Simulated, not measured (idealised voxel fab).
The process module presented herein is designated voxel capacitor over wiring.
Xsec cut, 270 nm wide, square cell size 5 nm.
Cross-section = grid of square cells, listed top down in bands; band = one or more rows.
Band: top height; bottom height; in nm. Then, left to right: material with width in nm, for each material. "throughout": a single material spanning edge to edge. "empty": empty space.
Where do heights start? At 0: under that level the wafer as delivered is made of one material only. And the lowest band has no floor; it just carries on downward, as in "0 and below".
Width: "30 to 40" (first number = top row, second number = bottom row, same change from row to row of cells).
When a step is marked "remains unaltered", none of the cells in the cross-section changed during that step.
What "Enclosed void entries" gives you is every empty space of 8 cells or more that is cut off from the top. Each appears as width x height at distance, with the distance taken from the left edge and width, height and distance all in nm.
On a step's line, text after the settings is the simulator commenting on that step.
overlay nm: for a step with a mask, the amount by which the mask lay right of where it was planned; a negative amount means left of it.

## Listed below are the process steps as planned
1 RECEIVE | material Si
2 CONFORMAL_DEP | material SiO2 | thk nm 15
3 CONFORMAL_DEP | material SiCN | thk nm 5
4 DIRECTIONAL_DEP | material SiO2 | thk nm 20
5 PATTERN | tone open | mask id METAL_1 | material resist | width nm 30 | pitch nm 80 | thk nm 20 | overlay nm 0
6 DIRECTIONAL_ETCH | etch materials SiO2 | depth nm 20
7 DIRECTIONAL_ETCH | etch materials SiCN | depth nm 5
8 STRIP | etch materials resist
9 CONFORMAL_DEP | material TiN | thk nm 5
10 FILL_DEP | material Cu | thk nm 5
11 CMP | height nm 40
12 EPI | material Ru | thk nm 5
13 FILL_DEP | material SiCN | thk nm 5
14 DIRECTIONAL_DEP | material lowk | thk nm 20
15 PATTERN | tone open | mask id PLUG_1 | material resist | width nm 15 | thk nm 15 | overlay nm 0
16 DIRECTIONAL_ETCH | etch materials lowk | depth nm 20
17 DIRECTIONAL_ETCH | etch materials SiCN | depth nm 5
18 STRIP | etch materials resist
19 EPI | material Ru | thk nm 10
20 EPI | material Ru | thk nm 10
21 EPI | material Ru | thk nm 5
22 DIRECTIONAL_DEP | material TiN | thk nm 5
23 DIRECTIONAL_DEP | material Al2O3 | thk nm 5
24 DIRECTIONAL_DEP | material TiN | thk nm 10
25 DIRECTIONAL_DEP | material aC | thk nm 15
26 PATTERN | tone cover | mask id UPPER_PLATE | material resist | width nm 55 | thk nm 35 | overlay nm 0
27 DIRECTIONAL_ETCH | etch materials aC | depth nm 15
28 STRIP | etch materials resist
29 DIRECTIONAL_ETCH | etch materials TiN | depth nm 10
30 DIRECTIONAL_ETCH | etch materials Al2O3 | depth nm 5
31 STRIP | etch materials aC
32 MASKED_ETCH | tone cover | mask id LOWER_PLATE | width nm 65 | etch materials TiN | depth nm 5 | overlay nm 0
33 FILL_DEP | material SiO2 | thk nm 20
34 CMP | height nm 105
35 PATTERN | tone open | mask id PLUG_2 | material resist | width nm 15 | thk nm 15 | overlay nm 0
36 DIRECTIONAL_ETCH | etch materials SiO2 | depth nm 15
37 STRIP | etch materials resist
38 CONFORMAL_DEP | material TiN | thk nm 5
39 FILL_DEP | material W | thk nm 10
40 CMP | height nm 105
41 CONFORMAL_DEP | material SiN | thk nm 5

## As-received wafer cross-section (after step 1)
	0 and below: Si throughout
	Enclosed void entries: none

## First of two wafers at the end of the module, shown in cross-section; run carried out as planned
	110 down to 105: SiN throughout
	105 down to 95: SiO2=105 | TiN=5 | W=5 | TiN=5 | SiO2=150
	95 down to 90: SiO2=105 | TiN=15 | SiO2=150
	90 down to 80: SiO2=95 | TiN=55 | SiO2=120
	80 down to 75: SiO2=95 | Al2O3=55 | SiO2=120
	75 down to 70: SiO2=90 | TiN=65 | SiO2=115
	70 down to 50: lowk=95 | Ru=15 | lowk=160
	50 down to 45: SiCN=95 | Ru=15 | SiCN=160
	45 down to 40: SiCN=75 | Ru=40 | SiCN=40 | Ru=40 | SiCN=75
	40 down to 20: SiO2=80 | TiN=5 | Cu=20 | TiN=5 | SiO2=50 | TiN=5 | Cu=20 | TiN=5 | SiO2=80
	20 down to 15: SiCN=80 | TiN=30 | SiCN=50 | TiN=30 | SiCN=80
	15 down to 0: SiO2 throughout
	0 and below: Si throughout
	Enclosed void entries: none

## Second wafer through the module, sectioned at the end: same beginning and same plan as the first wafer, with one mistake in carrying it out
	110 down to 105: SiN throughout
	105 down to 95: SiO2=105 | TiN=5 | W=5 | TiN=5 | SiO2=150
	95 down to 90: SiO2=105 | TiN=15 | SiO2=150
	90 down to 80: SiO2=95 | TiN=55 | SiO2=120
	80 down to 75: SiO2=90 | TiN=65 | SiO2=115
	75 down to 70: Al2O3 throughout
	70 down to 50: lowk=95 | Ru=15 | lowk=160
	50 down to 45: SiCN=95 | Ru=15 | SiCN=160
	45 down to 40: SiCN=75 | Ru=40 | SiCN=40 | Ru=40 | SiCN=75
	40 down to 20: SiO2=80 | TiN=5 | Cu=20 | TiN=5 | SiO2=50 | TiN=5 | Cu=20 | TiN=5 | SiO2=80
	20 down to 15: SiCN=80 | TiN=30 | SiCN=50 | TiN=30 | SiCN=80
	15 down to 0: SiO2 throughout
	0 and below: Si throughout
	Enclosed void entries: none
Finding, execution versus plan: ran 22 and 23 in swapped order versus the plan
Heads up, by the end the second wafer has more or fewer cells of some materials compared to the first: +43 Al2O3 | -43 SiO2
